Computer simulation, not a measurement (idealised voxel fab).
Process module in this document: voxel gate over fins
Shown is cross-section cut, with a width of 270 nm and square cells of size 5 nm.
The cross-sections in this document take the form of a grid made of square cells. They are written out as bands, in order from top to bottom. Each band consists of one or more rows of cells. This entry defines a band. It first specifies the height of the band's top and the height of its bottom in nm, and then specifies the band's materials from left to right, stating each material with its width in nm. The word "edge to edge" identifies a single material that fills the band from edge to edge, while the word "air" identifies empty space. Heights are expressed relative to 0, this being the level below which the as-received wafer comprises one material exclusively. The lowest band is unbounded in the downward direction and is denoted as in "0 -> down". It should be noted that a width expressed as "30 to 40" varies in equal increments from row to row of cells within the band, taking the value of the first number at the top row and that of the second number at the bottom row. No cell of the cross-section changed in a step that is given as "no alteration". Reported under the label "Closed void catalog" are the empty spaces having no open way to the top and comprising 8 cells or more; the notation for each is width x height at distance, in which the distance is measured from the left edge and all three values are in nm. Where a step's line continues beyond its settings, the continuation is a remark by the simulator itself on that step. "overlay nm" denotes, for a step that has a mask, the displacement of the mask to the right of its planned place, with negative values corresponding to the left.
Plan
1,op RECEIVE | material Si
2,op CONFORMAL_DEP | material SiN | thk nm 5
3,op PATTERN | tone cover | mask id FINS | material resist | width nm 15 | pitch nm 40 | thk nm 15 | overlay nm -15
4,op DIRECTIONAL_ETCH | etch materials SiN | depth nm 5
5,op DIRECTIONAL_ETCH | etch materials Si | depth nm 35
6,op STRIP | etch materials resist
7,op OXIDIZE | depth nm 5
8,op FILL_DEP | material SiO2 | thk nm 15
9,op CMP | height nm 5
10,op SELECTIVE_ETCH | etch materials SiO2 | depth nm 15
11,op STRIP | etch materials SiN
12,op CONFORMAL_DEP | material HfO2 | thk nm 5
13,op CONFORMAL_DEP | material TiN | thk nm 5
14,op CONFORMAL_DEP | material TiAl | thk nm 5
15,op CONFORMAL_DEP | material TiN | thk nm 5
16,op FILL_DEP | material W | thk nm 15
17,op CMP | height nm 30
18,op CONFORMAL_DEP | material SiN | thk nm 10
Split variable: overlay nm, step 3. Plan value = first wafer. Wafers start alike.
Cross-section of the first of several received wafers, showing its state after step 1
- 0 -> down: Si edge to edge
- Closed void catalog: none
Below is a per-wafer table. In it, each row describes the wafer at the end of the module by giving, for each material, the number of cells gained (+) or lost (-) since the wafer was received, and after that the closed voids of the wafer
overlay nm -15 | +66 HfO2 | -408 Si | +108 SiN | +306 SiO2 | +66 TiAl | +128 TiN | +166 W | Closed void catalog: none
overlay nm -10 | +66 HfO2 | -408 Si | +108 SiN | +306 SiO2 | +66 TiAl | +128 TiN | +166 W | Closed void catalog: none
overlay nm -5 | +66 HfO2 | -408 Si | +108 SiN | +306 SiO2 | +66 TiAl | +128 TiN | +166 W | Closed void catalog: none
overlay nm 0 | +66 HfO2 | -408 Si | +108 SiN | +306 SiO2 | +66 TiAl | +128 TiN | +166 W | Closed void catalog: none
overlay nm 5 | +66 HfO2 | -408 Si | +108 SiN | +306 SiO2 | +66 TiAl | +128 TiN | +166 W | Closed void catalog: none
overlay nm 10 | +66 HfO2 | -408 Si | +108 SiN | +306 SiO2 | +66 TiAl | +128 TiN | +166 W | Closed void catalog: none
overlay nm 15 | +66 HfO2 | -408 Si | +108 SiN | +306 SiO2 | +66 TiAl | +128 TiN | +166 W | Closed void catalog: none
